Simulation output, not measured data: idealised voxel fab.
The process module that follows is named voxel capacitor over wiring.
Each square cell in cross-section cut measures 5 nm, and the section as a whole is 295 nm wide.
Think of the cross-section as a grid of square cells. We describe it in bands, top to bottom, and each band covers one or more rows of those cells.
Band: top height; bottom height; in nm. Then, left to right: material with width in nm, for each material. "full width": a single material spanning edge to edge. "air": empty space.
Ref level 0: as-received wafer is one material below here. Bottom band extends down with no lower bound ("0 down").
Per-row width for "30->40": begins at first number (top row of band), ends at second number (bottom row), increment between rows held constant.
"remained the same" means the step left every cell of the cross-section as it was.
Entry "Sealed void listing". Content: empty spaces with no open connection to the top, size 8 cells or greater. Each: width x height at distance. Distance: from left edge. Unit: nm.
Anything after a step's settings on that line? It's the simulator's own note about the step.
Among the settings permitted on a step's line is "overlay nm"; applied to a step with a mask, it specifies the extent to which the mask lay to the right of its planned position, whereas a negative figure signifies a position to the left.

## Listed below are the process steps as planned
1,RECEIVE (material Si)
2,CONFORMAL_DEP (material SiO2; thk nm 10)
3,DIRECTIONAL_DEP (material TiN; thk nm 5)
4,DIRECTIONAL_DEP (material Ru; thk nm 20)
5,PATTERN (tone cover; mask id METAL_1; material resist; width nm 20; pitch nm 80; thk nm 15; overlay nm 0)
6,DIRECTIONAL_ETCH (etch materials Ru; depth nm 20)
7,DIRECTIONAL_ETCH (etch materials TiN; depth nm 5)
8,STRIP (etch materials resist)
9,CONFORMAL_DEP (material SiN; thk nm 5)
10,FILL_DEP (material SiO2; thk nm 10)
11,CMP (height nm 35)
12,CONFORMAL_DEP (material SiCN; thk nm 5)
13,DIRECTIONAL_DEP (material SiO2; thk nm 20)
14,MASKED_ETCH (tone open; mask id PLUG_1; width nm 15; etch materials SiO2; depth nm 20; overlay nm 0)
15,MASKED_ETCH (tone open; mask id PLUG_1; width nm 15; etch materials SiCN; depth nm 5; overlay nm 0)
16,CONFORMAL_DEP (material TiN; thk nm 5)
17,FILL_DEP (material W; thk nm 10)
18,CMP (height nm 60)
19,DIRECTIONAL_DEP (material TiN; thk nm 5)
20,DIRECTIONAL_DEP (material Al2O3; thk nm 5)
21,DIRECTIONAL_DEP (material TiN; thk nm 5)
22,MASKED_ETCH (tone cover; mask id UPPER_PLATE; width nm 65; etch materials TiN; depth nm 5; overlay nm 0)
23,MASKED_ETCH (tone cover; mask id UPPER_PLATE; width nm 65; etch materials Al2O3; depth nm 5; overlay nm 0)
24,PATTERN (tone cover; mask id LOWER_PLATE; material resist; width nm 75; thk nm 20; overlay nm 0)
25,DIRECTIONAL_ETCH (etch materials TiN; depth nm 5)
26,STRIP (etch materials resist)
27,FILL_DEP (material SiO2; thk nm 20)
28,CMP (height nm 90)
29,PATTERN (tone open; mask id PLUG_2; material resist; width nm 15; thk nm 20; overlay nm 0)
30,DIRECTIONAL_ETCH (etch materials SiO2; depth nm 15)
31,STRIP (etch materials resist)
32,CONFORMAL_DEP (material TiN; thk nm 5)
33,FILL_DEP (material Ru; thk nm 10)
34,CMP (height nm 90)
35,CONFORMAL_DEP (material SiCN; thk nm 5)

## As-received wafer cross-section (after step 1)
- 0 down: Si full width
- Sealed void listing: none

## First of two wafers: cross-section at end of module, run per plan
- 95 to 90: SiCN full width
- 90 to 80: SiO2=110, TiN=5, Ru=5, TiN=5, SiO2=170
- 80 to 70: SiO2=110->100, TiN=15->65, SiO2=170->130
- 70 to 65: SiO2=100, Al2O3=65, SiO2=130
- 65 to 60: SiO2=95, TiN=75, SiO2=125
- 60 to 40: SiO2=100, TiN=5, W=5, TiN=5, SiO2=180
- 40 to 35: SiCN=100, TiN=15, SiCN=180
- 35 to 15: SiO2=90, SiN=5, Ru=20, SiN=5, SiO2=50, SiN=5, Ru=20, SiN=5, SiO2=95
- 15 to 10: SiN=95, TiN=20, SiN=60, TiN=20, SiN=100
- 10 to 0: SiO2 full width
- 0 down: Si full width
- Sealed void listing: none

## Wafer two (of two), end-of-module cross-section: start = wafer one, plan = wafer one, one run mistake
- 95 to 90: SiCN full width
- 90 to 80: SiO2=110, TiN=5, Ru=5, TiN=5, SiO2=170
- 80 to 70: SiO2=110->100, TiN=15->65, SiO2=170->130
- 70 to 65: SiO2=100, Al2O3=65, SiO2=130
- 65 to 60: SiO2=95, TiN=75, SiO2=125
- 60 to 55: SiO2=100, TiN=5, W=5, TiN=5, SiO2=180
- 55 to 50: SiCN=100, TiN=15, SiCN=180
- 50 to 40: SiO2 full width
- 40 to 35: SiO2=90, SiN=30, SiO2=50, SiN=30, SiO2=95
- 35 to 15: SiO2=90, SiN=5, Ru=20, SiN=5, SiO2=50, SiN=5, Ru=20, SiN=5, SiO2=95
- 15 to 10: SiN=95, TiN=20, SiN=60, TiN=20, SiN=100
- 10 to 0: SiO2 full width
- 0 down: Si full width
- Sealed void listing: none
In executing the process, a mistake was made relative to the plan: the run left out plan step 11 entirely, so it was never executed
Counted in cells at the end, the second wafer holds more or fewer of these materials than the first: 12 more of SiN | 3 fewer of SiO2 | 6 fewer of TiN | 3 fewer of W
